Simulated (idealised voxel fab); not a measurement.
Proc. module: voxel wiring stack
cross-section cut | 185 nm wide | cells 5 nm
A cross-section in this document is a grid of square cells, and it is written down as bands, the top band listed before the ones below it; a band is made up of one or more rows of cells. Top height, bottom height, nm. Materials left to right, width each, nm. Single material + "full width" = fills band edge to edge. "air" = empty. Heights are expressed relative to 0, this being the level below which the as-received wafer comprises one material exclusively. The lowest band is unbounded in the downward direction and is denoted as in "from 0 down". The notation "30->40" denotes a width that varies across the rows of cells in the band, beginning at the first number in the top row, finishing at the second number in the bottom row, and changing by an identical amount from each row to the next. Take "identical to before" at face value: in the step it is given for, the cross-section changed in none of its cells. In "Closed cavities" the enclosed voids are listed, meaning empty spaces of 8 cells or larger without any opening to the top. The form is width x height at distance, distance from the left edge, units nm. after a step's settings: what the simulator itself notes on the step. A step line may carry the setting "overlay nm", which, for steps involving a mask, states the distance by which the mask lay to the right of its intended position; negative values denote displacement to the left.

### Below is the list of planned process steps
1: RECEIVE with material Si
2: CONFORMAL_DEP with material SiO2, thk nm 10
3: CONFORMAL_DEP with material SiN, thk nm 5
4: DIRECTIONAL_DEP with material SiO2, thk nm 25
5: MASKED_ETCH with tone open, mask id METAL_1, width nm 20, pitch nm 45, etch materials SiO2, depth nm 25, overlay nm 0
6: MASKED_ETCH with tone open, mask id METAL_1, width nm 20, pitch nm 45, etch materials SiN, depth nm 5, overlay nm 0
7: CONFORMAL_DEP with material TiN, thk nm 5
8: FILL_DEP with material Cu, thk nm 5
9: CMP with height nm 40
10: EPI with material Ru, thk nm 5
11: FILL_DEP with material SiCN, thk nm 5
12: DIRECTIONAL_DEP with material lowk, thk nm 30
13: DIRECTIONAL_DEP with material aC, thk nm 10
14: PATTERN with tone open, mask id METAL_2_HOLES, material resist, width nm 15, pitch nm 45, thk nm 30, overlay nm 0
15: DIRECTIONAL_ETCH with etch materials aC, depth nm 10
16: STRIP with etch materials resist
17: DIRECTIONAL_ETCH with etch materials lowk, depth nm 30
18: STRIP with etch materials aC
19: MASKED_ETCH with tone open, mask id METAL_2, width nm 20, pitch nm 45, etch materials lowk, depth nm 20, overlay nm 0
20: MASKED_ETCH with tone open, mask id METAL_2, width nm 20, pitch nm 45, etch materials SiCN, depth nm 5, overlay nm 0
21: CONFORMAL_DEP with material TiN, thk nm 5
22: FILL_DEP with material Cu, thk nm 10
23: CMP with height nm 80
24: CONFORMAL_DEP with material SiN, thk nm 5

### Step 1 complete: cross-section of the wafer as received
  from 0 down: Si full width
  Closed cavities: none

### Cross-section, end of module. Start: as above. Plan: as above. Execution: one mistake
  from 85 to 80: SiN full width
  from 80 to 65: 15 of lowk, then 5 of TiN, then 10 of Cu, then 5 of TiN, then 25 of lowk, then 5 of TiN, then 10 of Cu, then 5 of TiN, then 25 of lowk, then 5 of TiN, then 10 of Cu, then 5 of TiN, then 25 of lowk, then 5 of TiN, then 10 of Cu, then 5 of TiN, then 15 of lowk
  from 65 to 55: 15 of lowk, then 5 of TiN, then 5 of Cu, then 10->5 of TiN, then 25->30 of lowk, then 5 of TiN, then 5 of Cu, then 10->5 of TiN, then 25->30 of lowk, then 5 of TiN, then 5 of Cu, then 10->5 of TiN, then 25->30 of lowk, then 5 of TiN, then 5 of Cu, then 10->5 of TiN, then 15->20 of lowk
  from 55 to 50: 15 of lowk, then 15 of TiN, then 30 of lowk, then 15 of TiN, then 30 of lowk, then 15 of TiN, then 30 of lowk, then 15 of TiN, then 20 of lowk
  from 50 to 45: 20 of SiCN, then 10 of TiN, then 35 of SiCN, then 10 of TiN, then 35 of SiCN, then 10 of TiN, then 35 of SiCN, then 10 of TiN, then 20 of SiCN
  from 45 to 40: 10 of SiCN, then 30 of Ru, then 15 of SiCN, then 30 of Ru, then 15 of SiCN, then 30 of Ru, then 15 of SiCN, then 30 of Ru, then 10 of SiCN
  from 40 to 15: 15 of SiO2, then 5 of TiN, then 10 of Cu, then 5 of TiN, then 25 of SiO2, then 5 of TiN, then 10 of Cu, then 5 of TiN, then 25 of SiO2, then 5 of TiN, then 10 of Cu, then 5 of TiN, then 25 of SiO2, then 5 of TiN, then 10 of Cu, then 5 of TiN, then 15 of SiO2
  from 15 to 10: 15 of SiN, then 20 of TiN, then 25 of SiN, then 20 of TiN, then 25 of SiN, then 20 of TiN, then 25 of SiN, then 20 of TiN, then 15 of SiN
  from 10 to 0: SiO2 full width
  from 0 down: Si full width
  Closed cavities: none
So what did we get wrong on this run? step 20 ran as: MASKED_ETCH with tone open, mask id METAL_2, width nm 15, pitch nm 45, etch materials SiCN, depth nm 5, overlay nm 0
